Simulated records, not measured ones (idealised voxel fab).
The following process module bears the name voxel capacitor over wiring.
FYI the section here is cut, 220 nm wide, cells are 5 nm squares.
Cross-section layout: square cells on a grid; listed as bands, top to bottom; a band spans one or more cell rows.
Quick guide to a band line: top height, bottom height (nm) up front; then every material left to right with its width in nm. Only one material and it's marked "edge to edge"? Then it fills the band edge to edge. And "empty" just means empty space.
Where do heights start? At 0: under that level the wafer as delivered is made of one material only. And the lowest band has no floor; it just carries on downward, as in "0 -> down".
Width spec "30..40" -> top row of cells at first value, bottom row at second value, equal per-row change in between.
It should be understood that the words "no alteration", when stated for a given step, signify that the cross-section underwent no change in any of its cells during that step.
Closed empty spaces (no open way to the top) of 8 cells or more are what "Enclosed voids" lists, each as width x height at distance from the left edge, nm for all three.
On a step's line, text after the settings is the simulator commenting on that step.
"overlay nm" answers the question of how far to the right of plan the mask lay on a step that has a mask, and when it is negative the answer is to the left.

# Planned step list for the process
1: RECEIVE: material Si
2: CONFORMAL_DEP: material SiO2, thk nm 15
3: CONFORMAL_DEP: material SiN, thk nm 5
4: DIRECTIONAL_DEP: material SiO2, thk nm 15
5: DIRECTIONAL_DEP: material aC, thk nm 10
6: PATTERN: tone open, mask id METAL_1, material resist, width nm 25, pitch nm 95, thk nm 30, overlay nm 0
7: DIRECTIONAL_ETCH: etch materials aC, depth nm 10
8: STRIP: etch materials resist
9: DIRECTIONAL_ETCH: etch materials SiO2, depth nm 15
10: DIRECTIONAL_ETCH: etch materials SiN, depth nm 5
11: STRIP: etch materials aC
12: CONFORMAL_DEP: material TiN, thk nm 5
13: FILL_DEP: material W, thk nm 10
14: CMP: height nm 35
15: CONFORMAL_DEP: material SiCN, thk nm 5
16: DIRECTIONAL_DEP: material lowk, thk nm 15
17: MASKED_ETCH: tone open, mask id PLUG_1, width nm 15, etch materials lowk, depth nm 15, overlay nm 0
18: MASKED_ETCH: tone open, mask id PLUG_1, width nm 15, etch materials SiCN, depth nm 5, overlay nm 0
19: EPI: material Ru, thk nm 10
20: EPI: material Ru, thk nm 10
21: DIRECTIONAL_DEP: material TiN, thk nm 5
22: DIRECTIONAL_DEP: material HfO2, thk nm 5
23: DIRECTIONAL_DEP: material TiN, thk nm 5
24: DIRECTIONAL_DEP: material aC, thk nm 10
25: PATTERN: tone cover, mask id UPPER_PLATE, material resist, width nm 75, thk nm 30, overlay nm 0
26: DIRECTIONAL_ETCH: etch materials aC, depth nm 10
27: STRIP: etch materials resist
28: DIRECTIONAL_ETCH: etch materials TiN, depth nm 5
29: DIRECTIONAL_ETCH: etch materials HfO2, depth nm 5
30: STRIP: etch materials aC
31: PATTERN: tone cover, mask id LOWER_PLATE, material resist, width nm 85, thk nm 15, overlay nm 0
32: DIRECTIONAL_ETCH: etch materials TiN, depth nm 5
33: STRIP: etch materials resist
34: FILL_DEP: material SiO2, thk nm 20
35: CMP: height nm 85
36: DIRECTIONAL_DEP: material aC, thk nm 10
37: PATTERN: tone open, mask id PLUG_2, material resist, width nm 15, thk nm 30, overlay nm 0
38: DIRECTIONAL_ETCH: etch materials aC, depth nm 10
39: STRIP: etch materials resist
40: DIRECTIONAL_ETCH: etch materials SiO2, depth nm 15
41: STRIP: etch materials aC
42: CONFORMAL_DEP: material TiN, thk nm 5
43: FILL_DEP: material Cu, thk nm 10
44: CMP: height nm 85
45: CONFORMAL_DEP: material SiCN, thk nm 5

# Cross-section of the wafer at receipt, which is the condition after step 1
  0 -> down  Si edge to edge
  Enclosed voids: none

# Wafer at module end, in section. Began as above, planned as above, run with one mistake
  90 -> 85  SiCN edge to edge
  85 -> 75  SiO2=70; TiN=5; Cu=5; TiN=5; SiO2=135
  75 -> 65  SiO2=70..60; TiN=15..75; SiO2=135..85
  65 -> 60  SiO2=60; HfO2=75; SiO2=85
  60 -> 55  SiO2=55; TiN=85; SiO2=80
  55 -> 40  lowk=60; Ru=20; lowk=140
  40 -> 35  SiCN=60; Ru=15; SiCN=145
  35 -> 20  SiO2=50; TiN=5; W=15; TiN=5; SiO2=70; TiN=5; W=15; TiN=5; SiO2=50
  20 -> 15  SiN=50; TiN=25; SiN=70; TiN=25; SiN=50
  15 -> 0  SiO2 edge to edge
  0 -> down  Si edge to edge
  Enclosed voids: none
Short version of what went wrong: it should be noted that step 17 was executed with settings other than those planned, the operation and settings actually applied being MASKED_ETCH: tone open, mask id PLUG_1, width nm 20, etch materials lowk, depth nm 15, overlay nm 0
